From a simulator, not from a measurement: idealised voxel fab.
Process module heading - voxel ribs on slabs
Square cell edge 5 nm, section width 155 nm, ID cut.
In what follows, cross-sections appear as grids of square cells, described through bands that run from the top down, where every band is one or more rows of cells. Each band's line starts with the height of the band's top and of its bottom, in nm. Then come its materials from left to right, each with its width in nm. One material with "all across" fills the band from edge to edge. "blank" is empty space. Heights are expressed relative to 0, this being the level below which the as-received wafer comprises one material exclusively. The lowest band is unbounded in the downward direction and is denoted as in "top 0, no bottom". Width spec "30->40" -> top row of cells at first value, bottom row at second value, equal per-row change in between. Key: "identical to before" - step with no changed cell in the cross-section. Enclosed void inventory: empty space of 8 cells or more with no open way to the top, each as width x height at its distance from the left edge, in nm. On each step's line, the part that comes after the settings is the simulator's own comment on the step. overlay nm: how far to the right of its planned place the mask lay on this masked step (negative: to the left).
-- plan
1) RECEIVE (material Si)
2) DIRECTIONAL_DEP (material SiO2; thk nm 20)
3) DIRECTIONAL_DEP (material polySi; thk nm 20)
4) PATTERN (tone cover; mask id RIB; material resist; width nm 15; thk nm 15; overlay nm 0)
5) DIRECTIONAL_ETCH (etch materials polySi; depth nm 5)
6) STRIP (etch materials resist)
7) MASKED_ETCH (tone cover; mask id SLAB; width nm 75; etch materials polySi; depth nm 15; overlay nm 0)
8) FILL_DEP (material SiO2; thk nm 30)
9) CMP (height nm 60)
10) DIRECTIONAL_DEP (material W; thk nm 5)
11) DIRECTIONAL_DEP (material aC; thk nm 15)
12) PATTERN (tone cover; mask id HEATER; material resist; width nm 25; thk nm 35; overlay nm 0)
13) DIRECTIONAL_ETCH (etch materials aC; depth nm 15)
14) STRIP (etch materials resist)
15) DIRECTIONAL_ETCH (etch materials W; depth nm 5)
16) STRIP (etch materials aC)
17) CONFORMAL_DEP (material SiN; thk nm 10)
-- Incoming wafer, cross-sectional view, post step 1
> top 0, no bottom | Si all across
> Enclosed void inventory: none
-- First of two wafers: cross-section at end of module, run per plan
> top 75, bottom 70 | blank=55 / SiN=45 / blank=55
> top 70, bottom 65 | SiN all across
> top 65, bottom 60 | SiN=65 / W=25 / SiN=65
> top 60, bottom 40 | SiO2 all across
> top 40, bottom 35 | SiO2=70 / polySi=15 / SiO2=70
> top 35, bottom 20 | SiO2=40 / polySi=75 / SiO2=40
> top 20, bottom 0 | SiO2 all across
> top 0, no bottom | Si all across
> Enclosed void inventory: none
-- End-of-module cross-section of the second wafer: identical starting point and process plan to the first, with one processing mistake
> top 75, bottom 70 | blank=55 / SiN=50 / blank=50
> top 70, bottom 65 | SiN all across
> top 65, bottom 60 | SiN=65 / W=30 / SiN=60
> top 60, bottom 40 | SiO2 all across
> top 40, bottom 35 | SiO2=70 / polySi=15 / SiO2=70
> top 35, bottom 20 | SiO2=40 / polySi=75 / SiO2=40
> top 20, bottom 0 | SiO2 all across
> top 0, no bottom | Si all across
> Enclosed void inventory: none
Where did the run depart from the plan? step 12: run off-plan, actual operation and settings PATTERN (tone cover; mask id HEATER; material resist; width nm 30; thk nm 35; overlay nm 0)
Wafer comparison, final, in cells, second relative to first, materials more or fewer: 1 more of W
